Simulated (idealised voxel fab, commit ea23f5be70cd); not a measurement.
process module | voxel plated lines
cross-section cut | 290 nm wide | cells 5 nm
A cross-section is a grid of square cells, given in bands from the top down. A band is one or more rows of cells.
Each band's line starts with the height of the band's top and of its bottom, in nm. Then come its materials from left to right, each with its width in nm. One material with "throughout" fills the band from edge to edge. "air" is empty space.
Height 0 is the level under which the wafer as received is all one material. The lowest band goes on downwards, as in "0 down".
A width such as "30 to 40" changes by the same amount from each row of cells to the next, from the band's top row to its bottom row.
"no change" after a step means that no cell of the cross-section changed.
closed voids: empty space of 8 cells or more with no open way to the top, each as width x height at its distance from the left edge, in nm
after a step's settings: what the simulator itself notes on the step
overlay nm, on a step with a mask: how far to the right of its planned place the mask lay; to the left if negative
plan
1 op RECEIVE | material Si
2 op CONFORMAL_DEP | material Al2O3 | thk nm 5
3 op DIRECTIONAL_DEP | material TiN | thk nm 5
4 op PATTERN | tone open | mask id LINES | material resist | width nm 30 | pitch nm 55 | thk nm 35 | overlay nm 0
5 op EPI | material Ru | thk nm 10
6 op EPI | material Ru | thk nm 5
7 op EPI | material Ru | thk nm 10
8 op STRIP | etch materials resist
9 op DIRECTIONAL_ETCH | etch materials TiN | depth nm 5
10 op CONFORMAL_DEP | material SiCN | thk nm 10
as received, after step 1
  0 down: Si throughout
  closed voids: none
first wafer at the end, as planned
  45 to 35: air 35 | SiCN 50 | air 5 | SiCN 50 | air 5 | SiCN 50 | air 5 | SiCN 50 | air 40
  35 to 15: air 35 | SiCN 10 | Ru 30 | SiCN 10 | air 5 | SiCN 10 | Ru 30 | SiCN 10 | air 5 | SiCN 10 | Ru 30 | SiCN 10 | air 5 | SiCN 10 | Ru 30 | SiCN 10 | air 40
  15 to 10: SiCN 45 | Ru 30 | SiCN 25 | Ru 30 | SiCN 25 | Ru 30 | SiCN 25 | Ru 30 | SiCN 50
  10 to 5: SiCN 45 | TiN 30 | SiCN 25 | TiN 30 | SiCN 25 | TiN 30 | SiCN 25 | TiN 30 | SiCN 50
  5 to 0: Al2O3 throughout
  0 down: Si throughout
  closed voids: none
second wafer at the end: like start, like plan, one mistake
  20 to 10: SiCN throughout
  10 to 5: Al2O3 throughout
  5 to 0: TiN throughout
  0 down: Si throughout
  closed voids: none
what went wrong: steps 2 and 3 were swapped
at the end the second wafer has, in cells: 120 fewer of Ru | 96 fewer of SiCN | 34 more of TiN
